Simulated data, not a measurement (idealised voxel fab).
This section sets out a process module, namely voxel double patterning.
This is section cut - it's 210 nm across, gridded in 5 nm square cells.
Reading order for cross-sections: top band down to bottom band. Underlying form: a grid of square cells. Band size: one or more rows of cells. This entry defines a band. It first specifies the height of the band's top and the height of its bottom in nm, and then specifies the band's materials from left to right, stating each material with its width in nm. The word "edge to edge" identifies a single material that fills the band from edge to edge, while the word "blank" identifies empty space. Zero point of the height axis is 0; under it, received wafer = one material. Lowest band: continues down indefinitely, "0 -> down". A width such as "30 to 40" changes by the same amount from each row of cells to the next, from the band's top row to its bottom row. Reading "nothing different" for a step: not a cell of the cross-section changed in it. "Voids, fully enclosed" enumerates empty spaces isolated from the top, with no open way to it, that contain at least 8 cells, giving each as width x height at distance from the left edge, all three in nm. That trailing text on a step's line, after the settings, is the simulator's own remark on the step. The setting "overlay nm" may be written on the line of a step. When the step uses a mask, the value reports how far to the right of the planned place the mask lay, and a negative value reports that it lay to the left.
## Here's what the planned process steps look like
1 RECEIVE, material Si
2 CONFORMAL_DEP, material SiN, thk nm 10
3 DIRECTIONAL_DEP, material SiO2, thk nm 10
4 DIRECTIONAL_DEP, material SiCN, thk nm 10
5 MASKED_ETCH, tone open, mask id FIRST, width nm 15, pitch nm 50, etch materials SiCN, depth nm 10, overlay nm 0
6 MASKED_ETCH, tone open, mask id SECOND, width nm 15, pitch nm 50, etch materials SiCN, depth nm 10, overlay nm 0
7 DIRECTIONAL_ETCH, etch materials SiO2, depth nm 10
8 STRIP, etch materials SiCN
## Wafer, first of two, run as planned
## Wafer as received: cross-section following step 1
* 0 -> down  Si edge to edge
* Voids, fully enclosed: none
## Cross-section through the wafer, step 2 finished
* 10 -> 0  SiN edge to edge
* Nothing below the height 0 has changed.
## Cross-section through the wafer, step 3 finished
* 20 -> 10  SiO2 edge to edge
* Nothing below the height 10 has changed.
## Cross-section through the wafer, step 4 finished
* 30 -> 20  SiCN edge to edge
* Nothing below the height 20 has changed.
## Cross-section through the wafer, step 5 finished
* 30 -> 20  45 of SiCN | 15 of blank | 35 of SiCN | 15 of blank | 35 of SiCN | 15 of blank | 50 of SiCN
* Nothing below the height 20 has changed.
## Cross-section through the wafer, step 6 finished
* 30 -> 20  45 of SiCN | 15 of blank | 10 of SiCN | 15 of blank | 10 of SiCN | 15 of blank | 10 of SiCN | 15 of blank | 10 of SiCN | 15 of blank | 50 of SiCN
* Nothing below the height 20 has changed.
## Cross-section through the wafer, step 7 finished
* 30 -> 20  45 of SiCN | 15 of blank | 10 of SiCN | 15 of blank | 10 of SiCN | 15 of blank | 10 of SiCN | 15 of blank | 10 of SiCN | 15 of blank | 50 of SiCN
* 20 -> 10  45 of SiO2 | 15 of blank | 10 of SiO2 | 15 of blank | 10 of SiO2 | 15 of blank | 10 of SiO2 | 15 of blank | 10 of SiO2 | 15 of blank | 50 of SiO2
* Nothing below the height 10 has changed.
## Cross-section through the wafer, step 8 finished
* 20 -> 10  45 of SiO2 | 15 of blank | 10 of SiO2 | 15 of blank | 10 of SiO2 | 15 of blank | 10 of SiO2 | 15 of blank | 10 of SiO2 | 15 of blank | 50 of SiO2
* Nothing below the height 10 has changed.
## Second wafer: same start and same plan as the first, one execution error; identical to the first through step 4
## At the planned end of step 5, the second wafer in cross-section
* 30 -> 20  35 of SiCN | 15 of blank | 35 of SiCN | 15 of blank | 35 of SiCN | 15 of blank | 60 of SiCN
* Nothing below the height 20 has changed.
## At the planned end of step 6, the second wafer in cross-section
* 30 -> 20  35 of SiCN | 15 of blank | 20 of SiCN | 30 of blank | 20 of SiCN | 30 of blank | 60 of SiCN
* Nothing below the height 20 has changed.
## At the planned end of step 7, the second wafer in cross-section
* 30 -> 20  35 of SiCN | 15 of blank | 20 of SiCN | 30 of blank | 20 of SiCN | 30 of blank | 60 of SiCN
* 20 -> 10  35 of SiO2 | 15 of blank | 20 of SiO2 | 30 of blank | 20 of SiO2 | 30 of blank | 60 of SiO2
* Nothing below the height 10 has changed.
## At the planned end of step 8, the second wafer in cross-section
* 20 -> 10  35 of SiO2 | 15 of blank | 20 of SiO2 | 30 of blank | 20 of SiO2 | 30 of blank | 60 of SiO2
* Nothing below the height 10 has changed.
Misprocessing identified: heads up, step 5 didn't go per plan, it actually ran as MASKED_ETCH, tone open, mask id FIRST, width nm 15, pitch nm 50, etch materials SiCN, depth nm 10, overlay nm -10
At the end, each material covers as many cells on the second wafer as it does on the first, though the cells it covers are elsewhere.
